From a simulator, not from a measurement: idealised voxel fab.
process module | voxel released beams
cross-section cut | 205 nm wide | cells 5 nm
A cross-section is a grid of square cells, given in bands from the top down. A band is one or more rows of cells.
Each band's line starts with the height of the band's top and of its bottom, in nm. Then come its materials from left to right, each with its width in nm. One material with "throughout" fills the band from edge to edge. "air" is empty space.
Height 0 is the level under which the wafer as received is all one material. The lowest band goes on downwards, as in "0 down".
A width such as "30 to 40" changes by the same amount from each row of cells to the next, from the band's top row to its bottom row.
"no change" after a step means that no cell of the cross-section changed.
closed voids: empty space of 8 cells or more with no open way to the top, each as width x height at its distance from the left edge, in nm
after a step's settings: what the simulator itself notes on the step
overlay nm, on a step with a mask: how far to the right of its planned place the mask lay; to the left if negative
plan
1 op RECEIVE | material Si
2 op CONFORMAL_DEP | material SiN | thk nm 10
3 op DIRECTIONAL_DEP | material SiO2 | thk nm 15
4 op DIRECTIONAL_DEP | material aC | thk nm 10
5 op PATTERN | tone open | mask id ANCHOR | material resist | width nm 25 | thk nm 30 | overlay nm 0
6 op DIRECTIONAL_ETCH | etch materials aC | depth nm 10
7 op STRIP | etch materials resist
8 op DIRECTIONAL_ETCH | etch materials SiO2 | depth nm 15
9 op STRIP | etch materials aC
10 op CONFORMAL_DEP | material W | thk nm 10
11 op DIRECTIONAL_DEP | material aC | thk nm 15
12 op PATTERN | tone cover | mask id BEAM | material resist | width nm 90 | thk nm 35 | overlay nm 0
13 op DIRECTIONAL_ETCH | etch materials aC | depth nm 15
14 op STRIP | etch materials resist
15 op DIRECTIONAL_ETCH | etch materials W | depth nm 10
16 op STRIP | etch materials aC
17 op STRIP | etch materials SiO2
first wafer, as planned
as received, after step 1
  0 down: Si throughout
  closed voids: none
after step 2
  10 to 0: SiN throughout
  below 0: unchanged
after step 3
  25 to 10: SiO2 throughout
  below 10: unchanged
after step 4
  35 to 25: aC throughout
  below 25: unchanged
after step 5
  65 to 35: resist 60 | air 25 | resist 120
  below 35: unchanged
after step 6
  55 to 35: resist 60 | air 25 | resist 120
  35 to 25: aC 60 | air 25 | aC 120
  below 25: unchanged
after step 7
  35 to 25: aC 60 | air 25 | aC 120
  below 25: unchanged
after step 8
  35 to 25: aC 60 | air 25 | aC 120
  25 to 10: SiO2 60 | air 25 | SiO2 120
  below 10: unchanged
after step 9
  25 to 10: SiO2 60 | air 25 | SiO2 120
  below 10: unchanged
after step 10
  35 to 25: W 70 | air 5 | W 130
  25 to 20: SiO2 60 | W 10 | air 5 | W 10 | SiO2 120
  20 to 10: SiO2 60 | W 25 | SiO2 120
  below 10: unchanged
after step 11
  50 to 35: aC 70 | air 5 | aC 130
  35 to 25: W 70 | aC 5 | W 130
  25 to 20: SiO2 60 | W 10 | aC 5 | W 10 | SiO2 120
  below 20: unchanged
after step 12
  85 to 50: air 55 | resist 90 | air 60
  50 to 35: aC 70 | resist 5 | aC 130
  below 35: unchanged
after step 13
  70 to 50: air 55 | resist 90 | air 60
  50 to 35: air 55 | aC 15 | resist 5 | aC 70 | air 60
  below 35: unchanged
after step 14
  50 to 35: air 55 | aC 15 | air 5 | aC 70 | air 60
  below 35: unchanged
after step 15
  50 to 35: air 55 | aC 15 | air 5 | aC 70 | air 60
  35 to 25: air 55 | W 15 | aC 5 | W 70 | air 60
  below 25: unchanged
after step 16
  35 to 25: air 55 | W 15 | air 5 | W 70 | air 60
  25 to 20: SiO2 60 | W 10 | air 5 | W 10 | SiO2 120
  below 20: unchanged
after step 17
  35 to 25: air 55 | W 15 | air 5 | W 70 | air 60
  25 to 20: air 60 | W 10 | air 5 | W 10 | air 120
  20 to 10: air 60 | W 25 | air 120
  below 10: unchanged
second wafer: like start, like plan, one mistake. Through step 11 it matches the first wafer
when step 12 should have ended
  85 to 50: air 60 | resist 80 | air 65
  50 to 35: aC 70 | resist 5 | aC 130
  below 35: unchanged
when step 13 should have ended
  70 to 50: air 60 | resist 80 | air 65
  50 to 35: air 60 | aC 10 | resist 5 | aC 65 | air 65
  below 35: unchanged
when step 14 should have ended
  50 to 35: air 60 | aC 10 | air 5 | aC 65 | air 65
  below 35: unchanged
when step 15 should have ended
  50 to 35: air 60 | aC 10 | air 5 | aC 65 | air 65
  35 to 25: air 60 | W 10 | aC 5 | W 65 | air 65
  below 25: unchanged
when step 16 should have ended
  35 to 25: air 60 | W 10 | air 5 | W 65 | air 65
  25 to 20: SiO2 60 | W 10 | air 5 | W 10 | SiO2 120
  below 20: unchanged
when step 17 should have ended
  35 to 25: air 60 | W 10 | air 5 | W 65 | air 65
  25 to 20: air 60 | W 10 | air 5 | W 10 | air 120
  20 to 10: air 60 | W 25 | air 120
  below 10: unchanged
what went wrong: step 12 ran as: op PATTERN | tone cover | mask id BEAM | material resist | width nm 80 | thk nm 35 | overlay nm 0
at the end the second wafer has, in cells: 4 fewer of W
